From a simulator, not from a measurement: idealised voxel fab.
Proc. module: voxel transistor to metal
The cross-section shown here is cut; it is 215 nm wide and divided into square cells measuring 5 nm on a side.
Cross-section, as written here: a square-cell grid given band by band from the top down, where a band holds one or more rows of cells.
Basically the band line says how high the top is and how high the bottom is, in nm, and then what's in it from left to right, every material with its width in nm. Empty space shows up as "empty", and if a single material carries "throughout" it runs the full band edge to edge.
Heights are reckoned from 0. Under this level, the received wafer is all of one material. The bottommost band is open-ended downward, for example "0 down".
Read "30 to 40" as a graded width: first number on top, second number at the bottom, same change between each pair of neighbouring rows.
Where a step carries "no alterations made", the cross-section came out of it unchanged, cell for cell.
If an empty space has no open way to the top and is at least 8 cells in size, "Unvented voids" lists it, written width x height at distance, where distance is measured from the left edge and every value is in nm.
Heads up: the bit after the settings on a step's line is the simulator's remark on that step.
Regarding "overlay nm": on a step with a mask, it is the distance the mask lay to the right of its planned place; a negative value places it to the left.

[This section lists the process steps that were planned]
| 1 | RECEIVE [material Si] |
| 2 | CONFORMAL_DEP [material SiO2] [thk nm 5] |
| 3 | CONFORMAL_DEP [material SiN] [thk nm 15] |
| 4 | PATTERN [tone cover] [mask id ACTIVE] [material resist] [width nm 95] [thk nm 20] [overlay nm 0] |
| 5 | DIRECTIONAL_ETCH [etch materials SiN] [depth nm 15] |
| 6 | DIRECTIONAL_ETCH [etch materials SiO2] [depth nm 5] |
| 7 | DIRECTIONAL_ETCH [etch materials Si] [depth nm 30] |
| 8 | STRIP [etch materials resist] |
| 9 | FILL_DEP [material SiO2] [thk nm 10] |
| 10 | CMP [height nm 20] |
| 11 | SELECTIVE_ETCH [etch materials SiO2] [depth nm 10] |
| 12 | STRIP [etch materials SiN] |
| 13 | SELECTIVE_ETCH [etch materials SiO2] [depth nm 5] |
| 14 | OXIDIZE [depth nm 5] |
| 15 | DIRECTIONAL_DEP [material polySi] [thk nm 20] |
| 16 | DIRECTIONAL_DEP [material SiCN] [thk nm 10] |
| 17 | DIRECTIONAL_DEP [material aC] [thk nm 15] |
| 18 | PATTERN [tone cover] [mask id GATE] [material resist] [width nm 25] [thk nm 35] [overlay nm 0] |
| 19 | DIRECTIONAL_ETCH [etch materials aC] [depth nm 15] |
| 20 | STRIP [etch materials resist] |
| 21 | DIRECTIONAL_ETCH [etch materials SiCN] [depth nm 20] |
| 22 | DIRECTIONAL_ETCH [etch materials polySi] [depth nm 30] |
| 23 | STRIP [etch materials aC] |
| 24 | CONFORMAL_DEP [material SiN] [thk nm 5] |
| 25 | DIRECTIONAL_ETCH [etch materials SiN] [depth nm 5] |
| 26 | DIRECTIONAL_ETCH [etch materials SiO2] [depth nm 5] |
| 27 | EPI [material nSi] [thk nm 5] |
| 28 | FILL_DEP [material SiO2] [thk nm 10] |
| 29 | CMP [height nm 30] |
| 30 | DIRECTIONAL_DEP [material SiO2] [thk nm 10] |
| 31 | MASKED_ETCH [tone open] [mask id CONTACT] [width nm 15] [pitch nm 70] [etch materials SiO2] [depth nm 40] [overlay nm 0] |
| 32 | CONFORMAL_DEP [material TiN] [thk nm 5] |
| 33 | FILL_DEP [material Ru] [thk nm 5] |
| 34 | CMP [height nm 40] |
| 35 | DIRECTIONAL_DEP [material TiN] [thk nm 5] |
| 36 | DIRECTIONAL_DEP [material W] [thk nm 20] |
| 37 | MASKED_ETCH [tone cover] [mask id METAL_1] [width nm 15] [pitch nm 70] [etch materials W] [depth nm 20] [overlay nm 0] |
| 38 | MASKED_ETCH [tone cover] [mask id METAL_1] [width nm 15] [pitch nm 70] [etch materials TiN] [depth nm 5] [overlay nm 0] |
| 39 | FILL_DEP [material SiO2] [thk nm 5] |
| 40 | CMP [height nm 65] |
| 41 | CONFORMAL_DEP [material SiN] [thk nm 5] |

[Incoming wafer in cross-section (state: after step 1)]
* 0 down  Si throughout
* Unvented voids: none

[End-of-module cross-section of the first of two wafers, processed as planned]
* 70 to 65  SiN throughout
* 65 to 45  SiO2 65  W 15  SiO2 55  W 15  SiO2 65
* 45 to 40  SiO2 65  TiN 15  SiO2 55  TiN 15  SiO2 65
* 40 to 30  SiO2 65  TiN 5  Ru 5  TiN 5  SiO2 55  TiN 5  Ru 5  TiN 5  SiO2 65
* 30 to 20  SiO2 65  TiN 5  Ru 5  TiN 5  SiO2 10  SiN 5  SiCN 25  SiN 5  SiO2 10  TiN 5  Ru 5  TiN 5  SiO2 65
* 20 to 5  SiO2 65  TiN 5  Ru 5  TiN 5  SiO2 10  SiN 5  polySi 25  SiN 5  SiO2 10  TiN 5  Ru 5  TiN 5  SiO2 65
* 5 to 0  SiO2 55  SiN 5  SiO2 5  TiN 15  SiO2 10  SiN 5  polySi 25  SiN 5  SiO2 10  TiN 15  SiO2 5  SiN 5  SiO2 55
* 0 to -5  SiO2 60  nSi 30  SiO2 35  nSi 30  SiO2 60
* -5 to -30  SiO2 60  Si 95  SiO2 60
* -30 down  Si throughout
* Unvented voids: none

[Presented here is a cross-section of the second of the two wafers as it stood at the end of the module. It was started in the same manner and assigned the same plan as the first wafer; however, one mistake was made in its execution]
* 60 to 55  SiN throughout
* 55 to 45  SiO2 65  W 15  SiO2 55  W 15  SiO2 65
* 45 to 40  SiO2 65  TiN 15  SiO2 55  TiN 15  SiO2 65
* 40 to 30  SiO2 65  TiN 5  Ru 5  TiN 5  SiO2 55  TiN 5  Ru 5  TiN 5  SiO2 65
* 30 to 20  SiO2 65  TiN 5  Ru 5  TiN 5  SiO2 10  SiN 5  SiCN 25  SiN 5  SiO2 10  TiN 5  Ru 5  TiN 5  SiO2 65
* 20 to 5  SiO2 65  TiN 5  Ru 5  TiN 5  SiO2 10  SiN 5  polySi 25  SiN 5  SiO2 10  TiN 5  Ru 5  TiN 5  SiO2 65
* 5 to 0  SiO2 55  SiN 5  SiO2 5  TiN 15  SiO2 10  SiN 5  polySi 25  SiN 5  SiO2 10  TiN 15  SiO2 5  SiN 5  SiO2 55
* 0 to -5  SiO2 60  nSi 30  SiO2 35  nSi 30  SiO2 60
* -5 to -30  SiO2 60  Si 95  SiO2 60
* -30 down  Si throughout
* Unvented voids: none
Deviation from plan: so step 40 ended up running with a different setting than we planned, it ran as CMP [height nm 55]
FYI, end of process, the second wafer has more or fewer cells of some materials than the first: 74 fewer of SiO2 | 12 fewer of W
